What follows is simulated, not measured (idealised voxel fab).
process module | voxel air gaps
Cross-section cut: width 260 nm, square cells of 5 nm.
The cross-sections in this document take the form of a grid made of square cells. They are written out as bands, in order from top to bottom. Each band consists of one or more rows of cells.
A band entry consists of two parts. The first gives the height of the band's top and the height of its bottom, in nm. The rest lists the band's materials from left to right, each with its width in nm. A single material labelled with the word "everywhere" fills the band from edge to edge, and the word "blank" marks empty space.
Measure heights from 0. That's the level where, below it, the as-received wafer is all one material. The lowest band is bottomless and extends downward; write it as in "0..down".
A two-number width, for instance "30 to 40", indicates that the width is equal to the first number in the top row of the band and to the second number in the bottom row, and that it changes by a constant amount per row of cells.
"everything unchanged", as given for a step, is the statement that not any cell of the cross-section underwent a change during that step.
You'll see "Closed-off voids" listing empty spaces that have no way open to the top, as long as they're 8 cells or more; the notation is width x height at distance, where the distance is from the left edge, and all of it is in nm.
It should be noted that, on the line of a given step, the content following the step's settings is a remark produced by the simulator itself with respect to that step.
overlay nm: mask offset rightward from planned place, masked step; negative means leftward offset.

**These are the steps we planned for the process**
1: RECEIVE (material Si)
2: CONFORMAL_DEP (material SiO2; thk nm 15)
3: CONFORMAL_DEP (material SiCN; thk nm 5)
4: DIRECTIONAL_DEP (material lowk; thk nm 35)
5: DIRECTIONAL_DEP (material aC; thk nm 15)
6: PATTERN (tone open; mask id LINES; material resist; width nm 15; pitch nm 50; thk nm 35; overlay nm 0)
7: DIRECTIONAL_ETCH (etch materials aC; depth nm 15)
8: STRIP (etch materials resist)
9: DIRECTIONAL_ETCH (etch materials lowk; depth nm 35)
10: STRIP (etch materials aC)
11: CONFORMAL_DEP (material TiN; thk nm 5)
12: FILL_DEP (material Cu; thk nm 5)
13: CMP (height nm 55)
14: EPI (material Ru; thk nm 10)
15: SELECTIVE_ETCH (etch materials lowk; depth nm 45)
16: CONFORMAL_DEP (material SiCN; thk nm 5)
Quick note for whoever runs this: the wafers start identical, but the width nm at step 6 isn't the same across them. The plan just shows what the first wafer had.

**Cross-sectional view of the first of several wafers in the as-received condition, corresponding to the state following step 1**
* 0..down: Si everywhere
* Closed-off voids: none

**At the end of the module, after its last step, step 16, the first of several wafers appears in cross-section as follows**
* 70..65: 30 of blank; 45 of SiCN; 5 of blank; 45 of SiCN; 5 of blank; 45 of SiCN; 5 of blank; 45 of SiCN; 35 of blank
* 65..55: 30 of blank; 5 of SiCN; 35 of Ru; 5 of SiCN; 5 of blank; 5 of SiCN; 35 of Ru; 5 of SiCN; 5 of blank; 5 of SiCN; 35 of Ru; 5 of SiCN; 5 of blank; 5 of SiCN; 35 of Ru; 5 of SiCN; 35 of blank
* 55..50: 30 of blank; 15 of SiCN; 5 of TiN; 5 of Cu; 5 of TiN; 15 of SiCN; 5 of blank; 15 of SiCN; 5 of TiN; 5 of Cu; 5 of TiN; 15 of SiCN; 5 of blank; 15 of SiCN; 5 of TiN; 5 of Cu; 5 of TiN; 15 of SiCN; 5 of blank; 15 of SiCN; 5 of TiN; 5 of Cu; 5 of TiN; 15 of SiCN; 35 of blank
* 50..25: 40 of blank; 5 of SiCN; 5 of TiN; 5 of Cu; 5 of TiN; 5 of SiCN; 25 of blank; 5 of SiCN; 5 of TiN; 5 of Cu; 5 of TiN; 5 of SiCN; 25 of blank; 5 of SiCN; 5 of TiN; 5 of Cu; 5 of TiN; 5 of SiCN; 25 of blank; 5 of SiCN; 5 of TiN; 5 of Cu; 5 of TiN; 5 of SiCN; 45 of blank
* 25..20: 45 of SiCN; 15 of TiN; 35 of SiCN; 15 of TiN; 35 of SiCN; 15 of TiN; 35 of SiCN; 15 of TiN; 50 of SiCN
* 20..15: SiCN everywhere
* 15..0: SiO2 everywhere
* 0..down: Si everywhere
* Closed-off voids: none

**Cross-sectional view of the final wafer of several at the module's end**
* 70..65: 20 of blank; 215 of SiCN; 25 of blank
* 65..55: 20 of blank; 5 of SiCN; 205 of Ru; 5 of SiCN; 25 of blank
* 55..50: 20 of blank; 15 of SiCN; 5 of TiN; 25 of Cu; 5 of TiN; 15 of lowk; 5 of TiN; 25 of Cu; 5 of TiN; 15 of lowk; 5 of TiN; 25 of Cu; 5 of TiN; 15 of lowk; 5 of TiN; 25 of Cu; 5 of TiN; 15 of SiCN; 25 of blank
* 50..25: 30 of blank; 5 of SiCN; 5 of TiN; 25 of Cu; 5 of TiN; 15 of lowk; 5 of TiN; 25 of Cu; 5 of TiN; 15 of lowk; 5 of TiN; 25 of Cu; 5 of TiN; 15 of lowk; 5 of TiN; 25 of Cu; 5 of TiN; 5 of SiCN; 35 of blank
* 25..20: 35 of SiCN; 35 of TiN; 15 of lowk; 35 of TiN; 15 of lowk; 35 of TiN; 15 of lowk; 35 of TiN; 40 of SiCN
* 20..15: SiCN everywhere
* 15..0: SiO2 everywhere
* 0..down: Si everywhere
* Closed-off voids: none

**The following table contains a row per wafer, in which are reported, at the conclusion of the module, the cells of each material gained (+) or lost (-) since the wafer's receipt, with its closed voids given thereafter**
width nm 15; +24 Cu; +56 Ru; +208 SiCN; +156 SiO2; +60 TiN; Closed-off voids: none
width nm 20; +48 Cu; +64 Ru; +208 SiCN; +156 SiO2; +64 TiN; Closed-off voids: 20 x 25 at 70; 20 x 25 at 120; 20 x 25 at 170
width nm 25; +72 Cu; +72 Ru; +196 SiCN; +156 SiO2; +68 TiN; Closed-off voids: 15 x 25 at 70; 15 x 25 at 120; 15 x 25 at 170
width nm 30; +96 Cu; +80 Ru; +130 SiCN; +156 SiO2; +72 TiN; +84 lowk; Closed-off voids: none
width nm 35; +120 Cu; +82 Ru; +130 SiCN; +156 SiO2; +76 TiN; +63 lowk; Closed-off voids: none
